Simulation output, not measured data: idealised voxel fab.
voxel self aligned vias: a process module
Each square cell in cross-section cut measures 5 nm, and the section as a whole is 295 nm wide.
In what follows, cross-sections appear as grids of square cells, described through bands that run from the top down, where every band is one or more rows of cells.
This entry defines a band. It first specifies the height of the band's top and the height of its bottom in nm, and then specifies the band's materials from left to right, stating each material with its width in nm. The word "full width" identifies a single material that fills the band from edge to edge, while the word "air" identifies empty space.
A quick word on heights: they are counted from 0, and under that level the wafer as it came to us is one material throughout. The lowest band is different from the rest in having no bottom; it simply continues downward, written as in "top 0, no bottom".
Think of "30 to 40" as a width that walks from the first number to the second as you go down the band, top row to bottom row, taking equal-sized steps from row to row.
Take "same as before" at face value: in the step it is given for, the cross-section changed in none of its cells.
"Sealed internal cavities" specifies each empty space that is not open to the top and that occupies no fewer than 8 cells, using the form width x height at distance, the distance measured from the left edge and all three quantities in nm.
Post-settings text on a step line: simulator's own remark regarding the step.
"overlay nm", when on a step's line for a step with a mask, measures how far to the right of its planned place the mask lay; a negative measure means to the left.
SO HERE'S THE LINEUP OF PROCESS STEPS WE PLANNED
1. RECEIVE | material Si
2. CONFORMAL_DEP | material SiO2 | thk nm 15
3. CONFORMAL_DEP | material SiCN | thk nm 5
4. DIRECTIONAL_DEP | material lowk | thk nm 25
5. MASKED_ETCH | tone open | mask id LINES | width nm 20 | pitch nm 70 | etch materials lowk | depth nm 25 | overlay nm -15
6. CONFORMAL_DEP | material TiN | thk nm 5
7. FILL_DEP | material W | thk nm 10
8. CMP | height nm 45
9. SELECTIVE_ETCH | etch materials W Ru TiN | depth nm 10
10. FILL_DEP | material SiN | thk nm 5
11. CMP | height nm 45
12. DIRECTIONAL_DEP | material lowk | thk nm 20
13. DIRECTIONAL_DEP | material aC | thk nm 15
14. PATTERN | tone open | mask id VIAS | material resist | width nm 40 | pitch nm 70 | thk nm 35 | overlay nm 0
15. DIRECTIONAL_ETCH | etch materials aC | depth nm 15
16. STRIP | etch materials resist
17. DIRECTIONAL_ETCH | etch materials lowk | depth nm 20
18. DIRECTIONAL_ETCH | etch materials SiN | depth nm 10
19. STRIP | etch materials aC
20. CONFORMAL_DEP | material TiN | thk nm 5
21. FILL_DEP | material Cu | thk nm 10
22. CMP | height nm 65
23. CONFORMAL_DEP | material SiCN | thk nm 5
Wafers differ in overlay nm at step 5; plan lists the first wafer's value; identical starting state.
AFTER STEP 1, AS RECEIVED: FIRST OF SEVERAL WAFERS, CROSS-SECTION
> top 0, no bottom: Si full width
> Sealed internal cavities: none
WHERE EACH WAFER STANDS AT THE END OF THE MODULE, A ROW APIECE: CELLS OF EACH MATERIAL GAINED (+) OR LOST (-) SINCE IT WAS RECEIVED, THEN CLOSED VOIDS
overlay nm -15 | +60 Cu | +118 SiCN | +6 SiN | +177 SiO2 | +78 TiN | +12 W | +375 lowk | Sealed internal cavities: none
overlay nm -10 | +66 Cu | +118 SiCN | +177 SiO2 | +78 TiN | +12 W | +375 lowk | Sealed internal cavities: none
overlay nm -5 | +66 Cu | +118 SiCN | +177 SiO2 | +78 TiN | +12 W | +375 lowk | Sealed internal cavities: none
overlay nm 0 | +66 Cu | +118 SiCN | +177 SiO2 | +78 TiN | +12 W | +375 lowk | Sealed internal cavities: none
overlay nm 5 | +66 Cu | +118 SiCN | +177 SiO2 | +78 TiN | +12 W | +375 lowk | Sealed internal cavities: none
overlay nm 10 | +66 Cu | +118 SiCN | +177 SiO2 | +78 TiN | +12 W | +375 lowk | Sealed internal cavities: none
overlay nm 15 | +60 Cu | +118 SiCN | +6 SiN | +177 SiO2 | +78 TiN | +12 W | +375 lowk | Sealed internal cavities: none
